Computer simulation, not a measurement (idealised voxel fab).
Process module name: voxel air gaps
The cross-section on display is named cut; it measures 280 nm wide, and its cells are 5 nm squares.
Each cross-section below is a grid of square cells, stated as bands in top-down order, with one or more rows of cells making up each band.
A band entry consists of two parts. The first gives the height of the band's top and the height of its bottom, in nm. The rest lists the band's materials from left to right, each with its width in nm. A single material labelled with the word "throughout" fills the band from edge to edge, and the word "air" marks empty space.
Height reference: 0 = level under which incoming wafer is all one material. Lowest band: no bottom, runs on downward, e.g. "0 -> down".
Graded width ("30..40"): value in top row of band = first number; value in bottom row = second number; row-to-row change constant.
For the purposes of this document, the phrase "nothing changed" attached to a step denotes that no cell within the cross-section was modified by that step.
Closed empty spaces (no open way to the top) of 8 cells or more are what "Enclosed void catalog" lists, each as width x height at distance from the left edge, nm for all three.
Note: text after step settings on the step line = simulator remark on that step.
overlay nm: step with mask; distance mask lay right of planned place; negative value = left of planned place.
Steps in the process plan:
step 1: RECEIVE (material Si)
step 2: CONFORMAL_DEP (material SiO2; thk nm 10)
step 3: CONFORMAL_DEP (material SiCN; thk nm 5)
step 4: DIRECTIONAL_DEP (material lowk; thk nm 40)
step 5: DIRECTIONAL_DEP (material aC; thk nm 15)
step 6: PATTERN (tone open; mask id LINES; material resist; width nm 25; pitch nm 50; thk nm 30; overlay nm 0)
step 7: DIRECTIONAL_ETCH (etch materials aC; depth nm 15)
step 8: STRIP (etch materials resist)
step 9: DIRECTIONAL_ETCH (etch materials lowk; depth nm 40)
step 10: STRIP (etch materials aC)
step 11: CONFORMAL_DEP (material TiN; thk nm 5)
step 12: FILL_DEP (material Ru; thk nm 10)
step 13: CMP (height nm 55)
step 14: EPI (material Ru; thk nm 10)
step 15: SELECTIVE_ETCH (etch materials lowk; depth nm 50)
step 16: CONFORMAL_DEP (material SiCN; thk nm 5)
What follows covers the first of two wafers; it ran as planned:
Cross-section: wafer on arrival = after step 1:
    0 -> down = Si throughout
    Enclosed void catalog: none
Cross-section of the wafer after step 2:
    10 -> 0 = SiO2 throughout
    For the remainder of the cross-section, below 0, there is no change.
Cross-section of the wafer after step 3:
    15 -> 10 = SiCN throughout
    For the remainder of the cross-section, below 10, there is no change.
Cross-section of the wafer after step 4:
    55 -> 15 = lowk throughout
    For the remainder of the cross-section, below 15, there is no change.
Cross-section of the wafer after step 5:
    70 -> 55 = aC throughout
    For the remainder of the cross-section, below 55, there is no change.
Cross-section of the wafer after step 6:
    100 -> 70 = 75 resist / 25 air / 25 resist / 25 air / 25 resist / 25 air / 80 resist
    For the remainder of the cross-section, below 70, there is no change.
Cross-section of the wafer after step 7:
    85 -> 70 = 75 resist / 25 air / 25 resist / 25 air / 25 resist / 25 air / 80 resist
    70 -> 55 = 75 aC / 25 air / 25 aC / 25 air / 25 aC / 25 air / 80 aC
    For the remainder of the cross-section, below 55, there is no change.
Cross-section of the wafer after step 8:
    70 -> 55 = 75 aC / 25 air / 25 aC / 25 air / 25 aC / 25 air / 80 aC
    For the remainder of the cross-section, below 55, there is no change.
Cross-section of the wafer after step 9:
    70 -> 55 = 75 aC / 25 air / 25 aC / 25 air / 25 aC / 25 air / 80 aC
    55 -> 15 = 75 lowk / 25 air / 25 lowk / 25 air / 25 lowk / 25 air / 80 lowk
    For the remainder of the cross-section, below 15, there is no change.
Cross-section of the wafer after step 10:
    55 -> 15 = 75 lowk / 25 air / 25 lowk / 25 air / 25 lowk / 25 air / 80 lowk
    For the remainder of the cross-section, below 15, there is no change.
Cross-section of the wafer after step 11:
    60 -> 55 = 80 TiN / 15 air / 35 TiN / 15 air / 35 TiN / 15 air / 85 TiN
    55 -> 20 = 75 lowk / 5 TiN / 15 air / 5 TiN / 25 lowk / 5 TiN / 15 air / 5 TiN / 25 lowk / 5 TiN / 15 air / 5 TiN / 80 lowk
    20 -> 15 = 75 lowk / 25 TiN / 25 lowk / 25 TiN / 25 lowk / 25 TiN / 80 lowk
    For the remainder of the cross-section, below 15, there is no change.
Cross-section of the wafer after step 12:
    70 -> 60 = Ru throughout
    60 -> 55 = 80 TiN / 15 Ru / 35 TiN / 15 Ru / 35 TiN / 15 Ru / 85 TiN
    55 -> 20 = 75 lowk / 5 TiN / 15 Ru / 5 TiN / 25 lowk / 5 TiN / 15 Ru / 5 TiN / 25 lowk / 5 TiN / 15 Ru / 5 TiN / 80 lowk
    For the remainder of the cross-section, below 20, there is no change.
Cross-section of the wafer after step 13:
    55 -> 20 = 75 lowk / 5 TiN / 15 Ru / 5 TiN / 25 lowk / 5 TiN / 15 Ru / 5 TiN / 25 lowk / 5 TiN / 15 Ru / 5 TiN / 80 lowk
    For the remainder of the cross-section, below 20, there is no change.
Cross-section of the wafer after step 14:
    65 -> 55 = 65 air / 45 Ru / 5 air / 45 Ru / 5 air / 45 Ru / 70 air
    For the remainder of the cross-section, below 55, there is no change.
Cross-section of the wafer after step 15:
    65 -> 55 = 65 air / 45 Ru / 5 air / 45 Ru / 5 air / 45 Ru / 70 air
    55 -> 20 = 75 air / 5 TiN / 15 Ru / 5 TiN / 25 air / 5 TiN / 15 Ru / 5 TiN / 25 air / 5 TiN / 15 Ru / 5 TiN / 80 air
    20 -> 15 = 75 air / 25 TiN / 25 air / 25 TiN / 25 air / 25 TiN / 80 air
    For the remainder of the cross-section, below 15, there is no change.
Cross-section of the wafer after step 16:
    70 -> 65 = 60 air / 155 SiCN / 65 air
    65 -> 55 = 60 air / 5 SiCN / 45 Ru / 5 SiCN / 45 Ru / 5 SiCN / 45 Ru / 5 SiCN / 65 air
    55 -> 50 = 60 air / 15 SiCN / 5 TiN / 15 Ru / 5 TiN / 25 SiCN / 5 TiN / 15 Ru / 5 TiN / 25 SiCN / 5 TiN / 15 Ru / 5 TiN / 15 SiCN / 65 air
    50 -> 20 = 70 air / 5 SiCN / 5 TiN / 15 Ru / 5 TiN / 5 SiCN / 15 air / 5 SiCN / 5 TiN / 15 Ru / 5 TiN / 5 SiCN / 15 air / 5 SiCN / 5 TiN / 15 Ru / 5 TiN / 5 SiCN / 75 air
    20 -> 15 = 75 SiCN / 25 TiN / 25 SiCN / 25 TiN / 25 SiCN / 25 TiN / 80 SiCN
    For the remainder of the cross-section, below 15, there is no change.
    Enclosed void catalog: 15 x 30 at 105; 15 x 30 at 155
Now the other wafer: same start, same recipe, but we messed up one thing when running it. Up to and including step 13 it's the same as the first one:
The second wafer in cross-section, at the planned close of step 14:
    55 -> 20 = 75 air / 5 TiN / 15 Ru / 5 TiN / 25 air / 5 TiN / 15 Ru / 5 TiN / 25 air / 5 TiN / 15 Ru / 5 TiN / 80 air
    20 -> 15 = 75 air / 25 TiN / 25 air / 25 TiN / 25 air / 25 TiN / 80 air
    For the remainder of the cross-section, below 15, there is no change.
The second wafer in cross-section, at the planned close of step 15:
    65 -> 55 = 65 air / 45 Ru / 5 air / 45 Ru / 5 air / 45 Ru / 70 air
    55 -> 20 = 65 air / 10 Ru / 5 TiN / 15 Ru / 5 TiN / 10 Ru / 5 air / 10 Ru / 5 TiN / 15 Ru / 5 TiN / 10 Ru / 5 air / 10 Ru / 5 TiN / 15 Ru / 5 TiN / 10 Ru / 70 air
    20 -> 15 = 65 air / 10 Ru / 25 TiN / 10 Ru / 5 air / 10 Ru / 25 TiN / 10 Ru / 5 air / 10 Ru / 25 TiN / 10 Ru / 70 air
    For the remainder of the cross-section, below 15, there is no change.
The second wafer in cross-section, at the planned close of step 16:
    70 -> 65 = 60 air / 155 SiCN / 65 air
    65 -> 55 = 60 air / 5 SiCN / 45 Ru / 5 SiCN / 45 Ru / 5 SiCN / 45 Ru / 5 SiCN / 65 air
    55 -> 20 = 60 air / 5 SiCN / 10 Ru / 5 TiN / 15 Ru / 5 TiN / 10 Ru / 5 SiCN / 10 Ru / 5 TiN / 15 Ru / 5 TiN / 10 Ru / 5 SiCN / 10 Ru / 5 TiN / 15 Ru / 5 TiN / 10 Ru / 5 SiCN / 65 air
    20 -> 15 = 65 SiCN / 10 Ru / 25 TiN / 10 Ru / 5 SiCN / 10 Ru / 25 TiN / 10 Ru / 5 SiCN / 10 Ru / 25 TiN / 10 Ru / 70 SiCN
    For the remainder of the cross-section, below 15, there is no change.
Deviation from plan: plan steps 14 and 15 run swapped
Wrapping up, a cell-based count of both wafers puts the second over or under the first for these materials: +96 Ru; -36 SiCN
The second wafer ends with 0 closed voids, and the first wafer ends with 2.
